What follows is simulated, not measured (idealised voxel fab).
Process module heading - voxel lift off
We display cut, a cross-section 215 nm in width whose square cells are each 5 nm.
Format of a cross-section: grid, square cells. Given as bands. Order: top down. Band: one or more rows of cells. Basically the band line says how high the top is and how high the bottom is, in nm, and then what's in it from left to right, every material with its width in nm. Empty space shows up as "air", and if a single material carries "full width" it runs the full band edge to edge. Heights from 0 (as-received wafer is one material below). Bottom band endless downward, as "top 0, no bottom". Width spec "30..40" -> top row of cells at first value, bottom row at second value, equal per-row change in between. The cross-section has no changed cell in any step marked "nothing changed". In "Fully closed voids" the enclosed voids are listed, meaning empty spaces of 8 cells or larger without any opening to the top. The form is width x height at distance, distance from the left edge, units nm. Read whatever lies past the settings on a step's line as the simulator's own remark about the step. A step's line can hold "overlay nm"; with a mask on that step, the setting says how far right of the planned place the mask lay, while a negative setting says it lay to the left.

### Intended process steps
1: RECEIVE with material Si
2: CONFORMAL_DEP with material Al2O3, thk nm 15
3: PATTERN with tone open, mask id LINES, material resist, width nm 15, pitch nm 30, thk nm 20, overlay nm 0
4: DIRECTIONAL_DEP with material Ru, thk nm 10
5: STRIP with etch materials resist
6: CONFORMAL_DEP with material SiO2, thk nm 5

### Run as planned: first of two wafers

### The cross-section here shows the wafer as received, i.e. in its state after step 1
- top 0, no bottom = Si full width
- Fully closed voids: none

### Presented here is a cross-section of the wafer after step 2 has been performed
- top 15, bottom 0 = Al2O3 full width
- Below 0 it's all the same as before, nothing changed down there.

### Presented here is a cross-section of the wafer after step 3 has been performed
- top 35, bottom 15 = 85 nm resist, then 15 nm air, then 15 nm resist, then 15 nm air, then 85 nm resist
- Below 15 it's all the same as before, nothing changed down there.

### Presented here is a cross-section of the wafer after step 4 has been performed
- top 45, bottom 35 = 85 nm Ru, then 15 nm air, then 15 nm Ru, then 15 nm air, then 85 nm Ru
- top 35, bottom 25 = 85 nm resist, then 15 nm air, then 15 nm resist, then 15 nm air, then 85 nm resist
- top 25, bottom 15 = 85 nm resist, then 15 nm Ru, then 15 nm resist, then 15 nm Ru, then 85 nm resist
- Below 15 it's all the same as before, nothing changed down there.

### Presented here is a cross-section of the wafer after step 5 has been performed
- top 25, bottom 15 = 85 nm air, then 15 nm Ru, then 15 nm air, then 15 nm Ru, then 85 nm air
- Below 15 it's all the same as before, nothing changed down there.

### Presented here is a cross-section of the wafer after step 6 has been performed
- top 30, bottom 25 = 80 nm air, then 25 nm SiO2, then 5 nm air, then 25 nm SiO2, then 80 nm air
- top 25, bottom 20 = 80 nm air, then 5 nm SiO2, then 15 nm Ru, then 5 nm SiO2, then 5 nm air, then 5 nm SiO2, then 15 nm Ru, then 5 nm SiO2, then 80 nm air
- top 20, bottom 15 = 85 nm SiO2, then 15 nm Ru, then 15 nm SiO2, then 15 nm Ru, then 85 nm SiO2
- Below 15 it's all the same as before, nothing changed down there.

### second wafer: like start, like plan, one mistake. Through step 2 it matches the first wafer

### Cross-section of the second wafer at the time by which step 3 should have been completed according to the plan
- top 35, bottom 15 = 85 nm air, then 15 nm resist, then 15 nm air, then 15 nm resist, then 85 nm air
- Below 15 it's all the same as before, nothing changed down there.

### Cross-section of the second wafer at the time by which step 4 should have been completed according to the plan
- top 45, bottom 35 = 85 nm air, then 15 nm Ru, then 15 nm air, then 15 nm Ru, then 85 nm air
- top 35, bottom 25 = 85 nm air, then 15 nm resist, then 15 nm air, then 15 nm resist, then 85 nm air
- top 25, bottom 15 = 85 nm Ru, then 15 nm resist, then 15 nm Ru, then 15 nm resist, then 85 nm Ru
- Below 15 it's all the same as before, nothing changed down there.

### Cross-section of the second wafer at the time by which step 5 should have been completed according to the plan
- top 25, bottom 15 = 85 nm Ru, then 15 nm air, then 15 nm Ru, then 15 nm air, then 85 nm Ru
- Below 15 it's all the same as before, nothing changed down there.

### Cross-section of the second wafer at the time by which step 6 should have been completed according to the plan
- top 30, bottom 25 = 90 nm SiO2, then 5 nm air, then 25 nm SiO2, then 5 nm air, then 90 nm SiO2
- top 25, bottom 20 = 85 nm Ru, then 5 nm SiO2, then 5 nm air, then 5 nm SiO2, then 15 nm Ru, then 5 nm SiO2, then 5 nm air, then 5 nm SiO2, then 85 nm Ru
- top 20, bottom 15 = 85 nm Ru, then 15 nm SiO2, then 15 nm Ru, then 15 nm SiO2, then 85 nm Ru
- Below 15 it's all the same as before, nothing changed down there.
Finding, execution versus plan: in deviation from the planned setting, step 3 was conducted as PATTERN with tone cover, mask id LINES, material resist, width nm 15, pitch nm 30, thk nm 20, overlay nm 0
At the finish, the second wafer shows more or fewer cells for some materials than the first does: Ru +62
